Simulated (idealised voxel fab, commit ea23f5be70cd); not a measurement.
process module | voxel wiring stack
cross-section cut | 215 nm wide | cells 5 nm
A cross-section is a grid of square cells, given in bands from the top down. A band is one or more rows of cells.
Each band's line starts with the height of the band's top and of its bottom, in nm. Then come its materials from left to right, each with its width in nm. One material with "throughout" fills the band from edge to edge. "air" is empty space.
Height 0 is the level under which the wafer as received is all one material. The lowest band goes on downwards, as in "0 down".
A width such as "30 to 40" changes by the same amount from each row of cells to the next, from the band's top row to its bottom row.
"no change" after a step means that no cell of the cross-section changed.
closed voids: empty space of 8 cells or more with no open way to the top, each as width x height at its distance from the left edge, in nm
after a step's settings: what the simulator itself notes on the step
overlay nm, on a step with a mask: how far to the right of its planned place the mask lay; to the left if negative
plan
1 op RECEIVE | material Si
2 op CONFORMAL_DEP | material SiO2 | thk nm 10
3 op DIRECTIONAL_DEP | material TiN | thk nm 5
4 op DIRECTIONAL_DEP | material Ru | thk nm 15
5 op MASKED_ETCH | tone cover | mask id METAL_1 | width nm 25 | pitch nm 50 | etch materials Ru | depth nm 15 | overlay nm 0
6 op MASKED_ETCH | tone cover | mask id METAL_1 | width nm 25 | pitch nm 50 | etch materials TiN | depth nm 5 | overlay nm 0
7 op FILL_DEP | material lowk | thk nm 5
8 op CMP | height nm 30
9 op CONFORMAL_DEP | material SiCN | thk nm 5
10 op DIRECTIONAL_DEP | material SiO2 | thk nm 15
11 op PATTERN | tone open | mask id PLUG_1 | material resist | width nm 15 | thk nm 15 | overlay nm 0
12 op DIRECTIONAL_ETCH | etch materials SiO2 | depth nm 15
13 op DIRECTIONAL_ETCH | etch materials SiCN | depth nm 5
14 op STRIP | etch materials resist
15 op EPI | material Ru | thk nm 10
16 op EPI | material Ru | thk nm 10
17 op DIRECTIONAL_DEP | material TiN | thk nm 5
18 op DIRECTIONAL_DEP | material Ru | thk nm 20
19 op DIRECTIONAL_DEP | material aC | thk nm 15
20 op PATTERN | tone cover | mask id METAL_2 | material resist | width nm 25 | pitch nm 50 | thk nm 35 | overlay nm 0
21 op DIRECTIONAL_ETCH | etch materials aC | depth nm 15
22 op STRIP | etch materials resist
23 op DIRECTIONAL_ETCH | etch materials Ru | depth nm 20
24 op DIRECTIONAL_ETCH | etch materials TiN | depth nm 5
25 op STRIP | etch materials aC
26 op CONFORMAL_DEP | material SiN | thk nm 5
27 op FILL_DEP | material SiO2 | thk nm 5
28 op CMP | height nm 75
29 op CONFORMAL_DEP | material SiCN | thk nm 5
30 op DIRECTIONAL_DEP | material lowk | thk nm 10
31 op MASKED_ETCH | tone open | mask id PLUG_2 | width nm 15 | pitch nm 50 | etch materials lowk | depth nm 10 | overlay nm 0
32 op MASKED_ETCH | tone open | mask id PLUG_2 | width nm 15 | pitch nm 50 | etch materials SiCN | depth nm 5 | overlay nm 0
33 op CONFORMAL_DEP | material TiN | thk nm 5
34 op FILL_DEP | material Ru | thk nm 10
35 op CMP | height nm 90
36 op CONFORMAL_DEP | material SiCN | thk nm 5
37 op DIRECTIONAL_DEP | material SiO2 | thk nm 20
38 op PATTERN | tone open | mask id METAL_3 | material resist | width nm 25 | pitch nm 50 | thk nm 15 | overlay nm 0
39 op DIRECTIONAL_ETCH | etch materials SiO2 | depth nm 20
40 op DIRECTIONAL_ETCH | etch materials SiCN | depth nm 5
41 op STRIP | etch materials resist
42 op CONFORMAL_DEP | material TiN | thk nm 5
43 op FILL_DEP | material W | thk nm 10
44 op CMP | height nm 115
45 op EPI | material Ru | thk nm 5
46 op FILL_DEP | material SiCN | thk nm 5
47 op DIRECTIONAL_DEP | material lowk | thk nm 30
48 op DIRECTIONAL_DEP | material aC | thk nm 10
49 op PATTERN | tone open | mask id METAL_4_HOLES | material resist | width nm 15 | thk nm 30 | overlay nm 0
50 op DIRECTIONAL_ETCH | etch materials aC | depth nm 10
51 op STRIP | etch materials resist
52 op DIRECTIONAL_ETCH | etch materials lowk | depth nm 30
53 op STRIP | etch materials aC
54 op DIRECTIONAL_DEP | material aC | thk nm 10
55 op PATTERN | tone open | mask id METAL_4 | material resist | width nm 25 | pitch nm 50 | thk nm 25 | overlay nm 0
56 op DIRECTIONAL_ETCH | etch materials aC | depth nm 10
57 op STRIP | etch materials resist
58 op DIRECTIONAL_ETCH | etch materials lowk | depth nm 15
59 op DIRECTIONAL_ETCH | etch materials SiCN | depth nm 5
60 op STRIP | etch materials aC
61 op CONFORMAL_DEP | material TiN | thk nm 5
62 op FILL_DEP | material Cu | thk nm 5
63 op CMP | height nm 155
64 op CONFORMAL_DEP | material SiN | thk nm 5
first wafer, as planned
as received, after step 1
  0 down: Si throughout
  closed voids: none
after step 2
  10 to 0: SiO2 throughout
  below 0: unchanged
after step 3
  15 to 10: TiN throughout
  below 10: unchanged
after step 4
  30 to 15: Ru throughout
  below 15: unchanged
after step 5
  30 to 15: air 70 | Ru 25 | air 25 | Ru 25 | air 70
  below 15: unchanged
after step 6
  30 to 15: air 70 | Ru 25 | air 25 | Ru 25 | air 70
  15 to 10: air 70 | TiN 25 | air 25 | TiN 25 | air 70
  below 10: unchanged
after step 7
  35 to 30: lowk throughout
  30 to 15: lowk 70 | Ru 25 | lowk 25 | Ru 25 | lowk 70
  15 to 10: lowk 70 | TiN 25 | lowk 25 | TiN 25 | lowk 70
  below 10: unchanged
after step 8
  30 to 15: lowk 70 | Ru 25 | lowk 25 | Ru 25 | lowk 70
  below 15: unchanged
after step 9
  35 to 30: SiCN throughout
  below 30: unchanged
after step 10
  50 to 35: SiO2 throughout
  below 35: unchanged
after step 11
  65 to 50: resist 70 | air 15 | resist 130
  below 50: unchanged
after step 12
  65 to 50: resist 70 | air 15 | resist 130
  50 to 35: SiO2 70 | air 15 | SiO2 130
  below 35: unchanged
after step 13
  65 to 50: resist 70 | air 15 | resist 130
  50 to 35: SiO2 70 | air 15 | SiO2 130
  35 to 30: SiCN 70 | air 15 | SiCN 130
  below 30: unchanged
after step 14
  50 to 35: SiO2 70 | air 15 | SiO2 130
  below 35: unchanged
after step 15
  50 to 40: SiO2 70 | air 15 | SiO2 130
  40 to 35: SiO2 70 | Ru 15 | SiO2 130
  35 to 30: SiCN 70 | Ru 15 | SiCN 130
  below 30: unchanged
after step 16
  50 to 35: SiO2 70 | Ru 15 | SiO2 130
  below 35: unchanged
after step 17
  55 to 50: TiN throughout
  below 50: unchanged
after step 18
  75 to 55: Ru throughout
  below 55: unchanged
after step 19
  90 to 75: aC throughout
  below 75: unchanged
after step 20
  125 to 90: air 70 | resist 25 | air 25 | resist 25 | air 70
  below 90: unchanged
after step 21
  110 to 90: air 70 | resist 25 | air 25 | resist 25 | air 70
  90 to 75: air 70 | aC 25 | air 25 | aC 25 | air 70
  below 75: unchanged
after step 22
  90 to 75: air 70 | aC 25 | air 25 | aC 25 | air 70
  below 75: unchanged
after step 23
  90 to 75: air 70 | aC 25 | air 25 | aC 25 | air 70
  75 to 55: air 70 | Ru 25 | air 25 | Ru 25 | air 70
  below 55: unchanged
after step 24
  90 to 75: air 70 | aC 25 | air 25 | aC 25 | air 70
  75 to 55: air 70 | Ru 25 | air 25 | Ru 25 | air 70
  55 to 50: air 70 | TiN 25 | air 25 | TiN 25 | air 70
  below 50: unchanged
after step 25
  75 to 55: air 70 | Ru 25 | air 25 | Ru 25 | air 70
  below 55: unchanged
after step 26
  80 to 75: air 65 | SiN 35 | air 15 | SiN 35 | air 65
  75 to 55: air 65 | SiN 5 | Ru 25 | SiN 5 | air 15 | SiN 5 | Ru 25 | SiN 5 | air 65
  55 to 50: SiN 70 | TiN 25 | SiN 25 | TiN 25 | SiN 70
  below 50: unchanged
after step 27
  85 to 80: SiO2 throughout
  80 to 75: SiO2 65 | SiN 35 | SiO2 15 | SiN 35 | SiO2 65
  75 to 55: SiO2 65 | SiN 5 | Ru 25 | SiN 5 | SiO2 15 | SiN 5 | Ru 25 | SiN 5 | SiO2 65
  below 55: unchanged
after step 28
  75 to 55: SiO2 65 | SiN 5 | Ru 25 | SiN 5 | SiO2 15 | SiN 5 | Ru 25 | SiN 5 | SiO2 65
  below 55: unchanged
after step 29
  80 to 75: SiCN throughout
  below 75: unchanged
after step 30
  90 to 80: lowk throughout
  below 80: unchanged
after step 31
  90 to 80: lowk 70 | air 15 | lowk 35 | air 15 | lowk 80
  below 80: unchanged
after step 32
  90 to 80: lowk 70 | air 15 | lowk 35 | air 15 | lowk 80
  80 to 75: SiCN 70 | air 15 | SiCN 35 | air 15 | SiCN 80
  below 75: unchanged
after step 33
  95 to 90: TiN 75 | air 5 | TiN 45 | air 5 | TiN 85
  90 to 80: lowk 70 | TiN 5 | air 5 | TiN 5 | lowk 35 | TiN 5 | air 5 | TiN 5 | lowk 80
  80 to 75: SiCN 70 | TiN 15 | SiCN 35 | TiN 15 | SiCN 80
  below 75: unchanged
after step 34
  105 to 95: Ru throughout
  95 to 90: TiN 75 | Ru 5 | TiN 45 | Ru 5 | TiN 85
  90 to 80: lowk 70 | TiN 5 | Ru 5 | TiN 5 | lowk 35 | TiN 5 | Ru 5 | TiN 5 | lowk 80
  below 80: unchanged
after step 35
  90 to 80: lowk 70 | TiN 5 | Ru 5 | TiN 5 | lowk 35 | TiN 5 | Ru 5 | TiN 5 | lowk 80
  below 80: unchanged
after step 36
  95 to 90: SiCN throughout
  below 90: unchanged
after step 37
  115 to 95: SiO2 throughout
  below 95: unchanged
after step 38
  130 to 115: resist 70 | air 25 | resist 25 | air 25 | resist 70
  below 115: unchanged
after step 39
  130 to 115: resist 70 | air 25 | resist 25 | air 25 | resist 70
  115 to 95: SiO2 70 | air 25 | SiO2 25 | air 25 | SiO2 70
  below 95: unchanged
after step 40
  130 to 115: resist 70 | air 25 | resist 25 | air 25 | resist 70
  115 to 95: SiO2 70 | air 25 | SiO2 25 | air 25 | SiO2 70
  95 to 90: SiCN 70 | air 25 | SiCN 25 | air 25 | SiCN 70
  below 90: unchanged
after step 41
  115 to 95: SiO2 70 | air 25 | SiO2 25 | air 25 | SiO2 70
  below 95: unchanged
after step 42
  120 to 115: TiN 75 | air 15 | TiN 35 | air 15 | TiN 75
  115 to 95: SiO2 70 | TiN 5 | air 15 | TiN 5 | SiO2 25 | TiN 5 | air 15 | TiN 5 | SiO2 70
  95 to 90: SiCN 70 | TiN 25 | SiCN 25 | TiN 25 | SiCN 70
  below 90: unchanged
after step 43
  130 to 120: W throughout
  120 to 115: TiN 75 | W 15 | TiN 35 | W 15 | TiN 75
  115 to 95: SiO2 70 | TiN 5 | W 15 | TiN 5 | SiO2 25 | TiN 5 | W 15 | TiN 5 | SiO2 70
  below 95: unchanged
after step 44
  115 to 95: SiO2 70 | TiN 5 | W 15 | TiN 5 | SiO2 25 | TiN 5 | W 15 | TiN 5 | SiO2 70
  below 95: unchanged
after step 45
  120 to 115: air 65 | Ru 35 | air 15 | Ru 35 | air 65
  below 115: unchanged
after step 46
  125 to 120: SiCN throughout
  120 to 115: SiCN 65 | Ru 35 | SiCN 15 | Ru 35 | SiCN 65
  below 115: unchanged
after step 47
  155 to 125: lowk throughout
  below 125: unchanged
after step 48
  165 to 155: aC throughout
  below 155: unchanged
after step 49
  195 to 165: resist 70 | air 15 | resist 130
  below 165: unchanged
after step 50
  185 to 165: resist 70 | air 15 | resist 130
  165 to 155: aC 70 | air 15 | aC 130
  below 155: unchanged
after step 51
  165 to 155: aC 70 | air 15 | aC 130
  below 155: unchanged
after step 52
  165 to 155: aC 70 | air 15 | aC 130
  155 to 125: lowk 70 | air 15 | lowk 130
  below 125: unchanged
after step 53
  155 to 125: lowk 70 | air 15 | lowk 130
  below 125: unchanged
after step 54
  165 to 155: aC 70 | air 15 | aC 130
  155 to 135: lowk 70 | air 15 | lowk 130
  135 to 125: lowk 70 | aC 15 | lowk 130
  below 125: unchanged
after step 55
  190 to 165: resist 70 | air 25 | resist 25 | air 25 | resist 70
  below 165: unchanged
after step 56
  180 to 165: resist 70 | air 25 | resist 25 | air 25 | resist 70
  165 to 155: aC 70 | air 25 | aC 25 | air 25 | aC 70
  155 to 125: lowk 70 | air 15 | lowk 130
  below 125: unchanged
after step 57
  165 to 155: aC 70 | air 25 | aC 25 | air 25 | aC 70
  below 155: unchanged
after step 58
  165 to 155: aC 70 | air 25 | aC 25 | air 25 | aC 70
  155 to 140: lowk 70 | air 25 | lowk 25 | air 25 | lowk 70
  below 140: unchanged
after step 59
  165 to 155: aC 70 | air 25 | aC 25 | air 25 | aC 70
  155 to 140: lowk 70 | air 25 | lowk 25 | air 25 | lowk 70
  140 to 125: lowk 70 | air 15 | lowk 130
  125 to 120: SiCN 70 | air 15 | SiCN 130
  below 120: unchanged
after step 60
  155 to 140: lowk 70 | air 25 | lowk 25 | air 25 | lowk 70
  below 140: unchanged
after step 61
  160 to 155: TiN 75 | air 15 | TiN 35 | air 15 | TiN 75
  155 to 145: lowk 70 | TiN 5 | air 15 | TiN 5 | lowk 25 | TiN 5 | air 15 | TiN 5 | lowk 70
  145 to 140: lowk 70 | TiN 5 | air 5 | TiN 15 | lowk 25 | TiN 25 | lowk 70
  140 to 125: lowk 70 | TiN 5 | air 5 | TiN 5 | lowk 130
  125 to 120: SiCN 70 | TiN 15 | SiCN 130
  below 120: unchanged
after step 62
  165 to 160: Cu throughout
  160 to 155: TiN 75 | Cu 15 | TiN 35 | Cu 15 | TiN 75
  155 to 145: lowk 70 | TiN 5 | Cu 15 | TiN 5 | lowk 25 | TiN 5 | Cu 15 | TiN 5 | lowk 70
  145 to 140: lowk 70 | TiN 5 | Cu 5 | TiN 15 | lowk 25 | TiN 25 | lowk 70
  140 to 125: lowk 70 | TiN 5 | Cu 5 | TiN 5 | lowk 130
  below 125: unchanged
after step 63
  155 to 145: lowk 70 | TiN 5 | Cu 15 | TiN 5 | lowk 25 | TiN 5 | Cu 15 | TiN 5 | lowk 70
  below 145: unchanged
after step 64
  160 to 155: SiN throughout
  below 155: unchanged
second wafer: like start, like plan, one mistake. Through step 2 it matches the first wafer
when step 3 should have ended: no change
when step 4 should have ended
  25 to 10: Ru throughout
  below 10: unchanged
when step 5 should have ended
  25 to 10: air 70 | Ru 25 | air 25 | Ru 25 | air 70
  below 10: unchanged
when step 6 should have ended: no change
when step 7 should have ended
  30 to 25: lowk throughout
  25 to 10: lowk 70 | Ru 25 | lowk 25 | Ru 25 | lowk 70
  below 10: unchanged
when step 8 should have ended: no change
when step 9 should have ended
  35 to 30: SiCN throughout
  below 30: unchanged
when step 10 should have ended
  50 to 35: SiO2 throughout
  below 35: unchanged
when step 11 should have ended
  65 to 50: resist 70 | air 15 | resist 130
  below 50: unchanged
when step 12 should have ended
  65 to 50: resist 70 | air 15 | resist 130
  50 to 35: SiO2 70 | air 15 | SiO2 130
  below 35: unchanged
when step 13 should have ended
  65 to 50: resist 70 | air 15 | resist 130
  50 to 35: SiO2 70 | air 15 | SiO2 130
  35 to 30: SiCN 70 | air 15 | SiCN 130
  below 30: unchanged
when step 14 should have ended
  50 to 35: SiO2 70 | air 15 | SiO2 130
  below 35: unchanged
when step 15 should have ended: no change
when step 16 should have ended: no change
when step 17 should have ended
  55 to 50: TiN 70 | air 15 | TiN 130
  50 to 35: SiO2 70 | air 15 | SiO2 130
  35 to 30: SiCN 70 | TiN 15 | SiCN 130
  below 30: unchanged
when step 18 should have ended
  75 to 55: Ru 70 | air 15 | Ru 130
  55 to 50: TiN 70 | Ru 15 | TiN 130
  50 to 35: SiO2 70 | Ru 15 | SiO2 130
  below 35: unchanged
when step 19 should have ended
  90 to 75: aC 70 | air 15 | aC 130
  75 to 70: Ru 70 | air 15 | Ru 130
  70 to 55: Ru 70 | aC 15 | Ru 130
  below 55: unchanged
when step 20 should have ended
  125 to 90: air 70 | resist 25 | air 25 | resist 25 | air 70
  90 to 75: aC 70 | resist 15 | aC 130
  75 to 70: Ru 70 | resist 15 | Ru 130
  below 70: unchanged
when step 21 should have ended
  110 to 90: air 70 | resist 25 | air 25 | resist 25 | air 70
  90 to 75: air 70 | resist 15 | aC 10 | air 25 | aC 25 | air 70
  below 75: unchanged
when step 22 should have ended
  90 to 75: air 85 | aC 10 | air 25 | aC 25 | air 70
  75 to 70: Ru 70 | air 15 | Ru 130
  below 70: unchanged
when step 23 should have ended
  90 to 75: air 85 | aC 10 | air 25 | aC 25 | air 70
  75 to 70: air 85 | Ru 10 | air 25 | Ru 25 | air 70
  70 to 55: air 70 | aC 15 | Ru 10 | air 25 | Ru 25 | air 70
  below 55: unchanged
when step 24 should have ended
  90 to 75: air 85 | aC 10 | air 25 | aC 25 | air 70
  75 to 70: air 85 | Ru 10 | air 25 | Ru 25 | air 70
  70 to 55: air 70 | aC 15 | Ru 10 | air 25 | Ru 25 | air 70
  55 to 50: air 70 | Ru 15 | TiN 10 | air 25 | TiN 25 | air 70
  below 50: unchanged
when step 25 should have ended
  75 to 55: air 85 | Ru 10 | air 25 | Ru 25 | air 70
  below 55: unchanged
when step 26 should have ended
  80 to 75: air 80 | SiN 20 | air 15 | SiN 35 | air 65
  75 to 60: air 80 | SiN 5 | Ru 10 | SiN 5 | air 15 | SiN 5 | Ru 25 | SiN 5 | air 65
  60 to 55: air 65 | SiN 20 | Ru 10 | SiN 5 | air 15 | SiN 5 | Ru 25 | SiN 5 | air 65
  55 to 50: SiN 70 | Ru 15 | TiN 10 | SiN 25 | TiN 25 | SiN 70
  below 50: unchanged
when step 27 should have ended
  85 to 80: SiO2 throughout
  80 to 75: SiO2 80 | SiN 20 | SiO2 15 | SiN 35 | SiO2 65
  75 to 60: SiO2 80 | SiN 5 | Ru 10 | SiN 5 | SiO2 15 | SiN 5 | Ru 25 | SiN 5 | SiO2 65
  60 to 55: SiO2 65 | SiN 20 | Ru 10 | SiN 5 | SiO2 15 | SiN 5 | Ru 25 | SiN 5 | SiO2 65
  below 55: unchanged
when step 28 should have ended
  75 to 60: SiO2 80 | SiN 5 | Ru 10 | SiN 5 | SiO2 15 | SiN 5 | Ru 25 | SiN 5 | SiO2 65
  below 60: unchanged
when step 29 should have ended
  80 to 75: SiCN throughout
  below 75: unchanged
when step 30 should have ended
  90 to 80: lowk throughout
  below 80: unchanged
when step 31 should have ended
  90 to 80: lowk 70 | air 15 | lowk 35 | air 15 | lowk 80
  below 80: unchanged
when step 32 should have ended
  90 to 80: lowk 70 | air 15 | lowk 35 | air 15 | lowk 80
  80 to 75: SiCN 70 | air 15 | SiCN 35 | air 15 | SiCN 80
  below 75: unchanged
when step 33 should have ended
  95 to 90: TiN 75 | air 5 | TiN 45 | air 5 | TiN 85
  90 to 80: lowk 70 | TiN 5 | air 5 | TiN 5 | lowk 35 | TiN 5 | air 5 | TiN 5 | lowk 80
  80 to 75: SiCN 70 | TiN 15 | SiCN 35 | TiN 15 | SiCN 80
  below 75: unchanged
when step 34 should have ended
  105 to 95: Ru throughout
  95 to 90: TiN 75 | Ru 5 | TiN 45 | Ru 5 | TiN 85
  90 to 80: lowk 70 | TiN 5 | Ru 5 | TiN 5 | lowk 35 | TiN 5 | Ru 5 | TiN 5 | lowk 80
  below 80: unchanged
when step 35 should have ended
  90 to 80: lowk 70 | TiN 5 | Ru 5 | TiN 5 | lowk 35 | TiN 5 | Ru 5 | TiN 5 | lowk 80
  below 80: unchanged
when step 36 should have ended
  95 to 90: SiCN throughout
  below 90: unchanged
when step 37 should have ended
  115 to 95: SiO2 throughout
  below 95: unchanged
when step 38 should have ended
  130 to 115: resist 70 | air 25 | resist 25 | air 25 | resist 70
  below 115: unchanged
when step 39 should have ended
  130 to 115: resist 70 | air 25 | resist 25 | air 25 | resist 70
  115 to 95: SiO2 70 | air 25 | SiO2 25 | air 25 | SiO2 70
  below 95: unchanged
when step 40 should have ended
  130 to 115: resist 70 | air 25 | resist 25 | air 25 | resist 70
  115 to 95: SiO2 70 | air 25 | SiO2 25 | air 25 | SiO2 70
  95 to 90: SiCN 70 | air 25 | SiCN 25 | air 25 | SiCN 70
  below 90: unchanged
when step 41 should have ended
  115 to 95: SiO2 70 | air 25 | SiO2 25 | air 25 | SiO2 70
  below 95: unchanged
when step 42 should have ended
  120 to 115: TiN 75 | air 15 | TiN 35 | air 15 | TiN 75
  115 to 95: SiO2 70 | TiN 5 | air 15 | TiN 5 | SiO2 25 | TiN 5 | air 15 | TiN 5 | SiO2 70
  95 to 90: SiCN 70 | TiN 25 | SiCN 25 | TiN 25 | SiCN 70
  below 90: unchanged
when step 43 should have ended
  130 to 120: W throughout
  120 to 115: TiN 75 | W 15 | TiN 35 | W 15 | TiN 75
  115 to 95: SiO2 70 | TiN 5 | W 15 | TiN 5 | SiO2 25 | TiN 5 | W 15 | TiN 5 | SiO2 70
  below 95: unchanged
when step 44 should have ended
  115 to 95: SiO2 70 | TiN 5 | W 15 | TiN 5 | SiO2 25 | TiN 5 | W 15 | TiN 5 | SiO2 70
  below 95: unchanged
when step 45 should have ended
  120 to 115: air 65 | Ru 35 | air 15 | Ru 35 | air 65
  below 115: unchanged
when step 46 should have ended
  125 to 120: SiCN throughout
  120 to 115: SiCN 65 | Ru 35 | SiCN 15 | Ru 35 | SiCN 65
  below 115: unchanged
when step 47 should have ended
  155 to 125: lowk throughout
  below 125: unchanged
when step 48 should have ended
  165 to 155: aC throughout
  below 155: unchanged
when step 49 should have ended
  195 to 165: resist 70 | air 15 | resist 130
  below 165: unchanged
when step 50 should have ended
  185 to 165: resist 70 | air 15 | resist 130
  165 to 155: aC 70 | air 15 | aC 130
  below 155: unchanged
when step 51 should have ended
  165 to 155: aC 70 | air 15 | aC 130
  below 155: unchanged
when step 52 should have ended
  165 to 155: aC 70 | air 15 | aC 130
  155 to 125: lowk 70 | air 15 | lowk 130
  below 125: unchanged
when step 53 should have ended
  155 to 125: lowk 70 | air 15 | lowk 130
  below 125: unchanged
when step 54 should have ended
  165 to 155: aC 70 | air 15 | aC 130
  155 to 135: lowk 70 | air 15 | lowk 130
  135 to 125: lowk 70 | aC 15 | lowk 130
  below 125: unchanged
when step 55 should have ended
  190 to 165: resist 70 | air 25 | resist 25 | air 25 | resist 70
  below 165: unchanged
when step 56 should have ended
  180 to 165: resist 70 | air 25 | resist 25 | air 25 | resist 70
  165 to 155: aC 70 | air 25 | aC 25 | air 25 | aC 70
  155 to 125: lowk 70 | air 15 | lowk 130
  below 125: unchanged
when step 57 should have ended
  165 to 155: aC 70 | air 25 | aC 25 | air 25 | aC 70
  below 155: unchanged
when step 58 should have ended
  165 to 155: aC 70 | air 25 | aC 25 | air 25 | aC 70
  155 to 140: lowk 70 | air 25 | lowk 25 | air 25 | lowk 70
  below 140: unchanged
when step 59 should have ended
  165 to 155: aC 70 | air 25 | aC 25 | air 25 | aC 70
  155 to 140: lowk 70 | air 25 | lowk 25 | air 25 | lowk 70
  140 to 125: lowk 70 | air 15 | lowk 130
  125 to 120: SiCN 70 | air 15 | SiCN 130
  below 120: unchanged
when step 60 should have ended
  155 to 140: lowk 70 | air 25 | lowk 25 | air 25 | lowk 70
  below 140: unchanged
when step 61 should have ended
  160 to 155: TiN 75 | air 15 | TiN 35 | air 15 | TiN 75
  155 to 145: lowk 70 | TiN 5 | air 15 | TiN 5 | lowk 25 | TiN 5 | air 15 | TiN 5 | lowk 70
  145 to 140: lowk 70 | TiN 5 | air 5 | TiN 15 | lowk 25 | TiN 25 | lowk 70
  140 to 125: lowk 70 | TiN 5 | air 5 | TiN 5 | lowk 130
  125 to 120: SiCN 70 | TiN 15 | SiCN 130
  below 120: unchanged
when step 62 should have ended
  165 to 160: Cu throughout
  160 to 155: TiN 75 | Cu 15 | TiN 35 | Cu 15 | TiN 75
  155 to 145: lowk 70 | TiN 5 | Cu 15 | TiN 5 | lowk 25 | TiN 5 | Cu 15 | TiN 5 | lowk 70
  145 to 140: lowk 70 | TiN 5 | Cu 5 | TiN 15 | lowk 25 | TiN 25 | lowk 70
  140 to 125: lowk 70 | TiN 5 | Cu 5 | TiN 5 | lowk 130
  below 125: unchanged
when step 63 should have ended
  155 to 145: lowk 70 | TiN 5 | Cu 15 | TiN 5 | lowk 25 | TiN 5 | Cu 15 | TiN 5 | lowk 70
  below 145: unchanged
when step 64 should have ended
  160 to 155: SiN throughout
  below 155: unchanged
what went wrong: step 3 was left out
at the end the second wafer has, in cells: 12 fewer of Ru | 3 more of SiN | 9 more of SiO2 | 10 fewer of TiN | 10 more of lowk
